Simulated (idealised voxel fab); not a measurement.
This is a process module. Its name is voxel double patterning.
The width of the displayed cross-section, cut, is 245 nm; its cells are square, with a size of 5 nm.
A cross-section is a grid of square cells, given in bands from the top down. A band is one or more rows of cells. For a band, the entry starts with two heights in nm, that of the top and then that of the bottom, and carries on with the band's materials in order from left to right, each alongside its width in nm; the word "full width" beside a single material means it fills the band edge to edge, and "empty" means empty space. Where do heights start? At 0: under that level the wafer as delivered is made of one material only. And the lowest band has no floor; it just carries on downward, as in "0 nm and below". Quick explanation for "30->40": the width changes in equal steps down the rows of cells, from the first number in the band's top row to the second number in its bottom row. "no alteration" means the step left every cell of the cross-section as it was. Entry "Unvented internal voids" = empty spaces >= 8 cells with no open way to the top; each as width x height at distance, distance from left edge, all nm. The remark found on a step's line after its settings is issued by the simulator itself and pertains to that step. A step line may carry the setting "overlay nm", which, for steps involving a mask, states the distance by which the mask lay to the right of its intended position; negative values denote displacement to the left.

-- This section lists the process steps that were planned
1,RECEIVE,material Si
2,CONFORMAL_DEP,material SiN,thk nm 10
3,DIRECTIONAL_DEP,material SiO2,thk nm 15
4,DIRECTIONAL_DEP,material SiCN,thk nm 10
5,MASKED_ETCH,tone open,mask id FIRST,width nm 15,pitch nm 50,etch materials SiCN,depth nm 10,overlay nm 0
6,DIRECTIONAL_DEP,material aC,thk nm 10
7,PATTERN,tone open,mask id SECOND,material resist,width nm 15,pitch nm 50,thk nm 30,overlay nm 0
8,DIRECTIONAL_ETCH,etch materials aC,depth nm 10
9,STRIP,etch materials resist
10,DIRECTIONAL_ETCH,etch materials SiCN,depth nm 10
11,STRIP,etch materials aC
12,DIRECTIONAL_ETCH,etch materials SiO2,depth nm 15
13,STRIP,etch materials SiCN

-- Received-state cross-section, reflecting completion of step 1
    0 nm and below = Si full width
    Unvented internal voids: none

-- Wafer at module end, in section. Began as above, planned as above, run with one mistake
    25 nm to 0 nm = SiN full width
    0 nm and below = Si full width
    Unvented internal voids: none
Deviation from plan: not per plan at step 3, really ran DIRECTIONAL_DEP,material SiN,thk nm 15
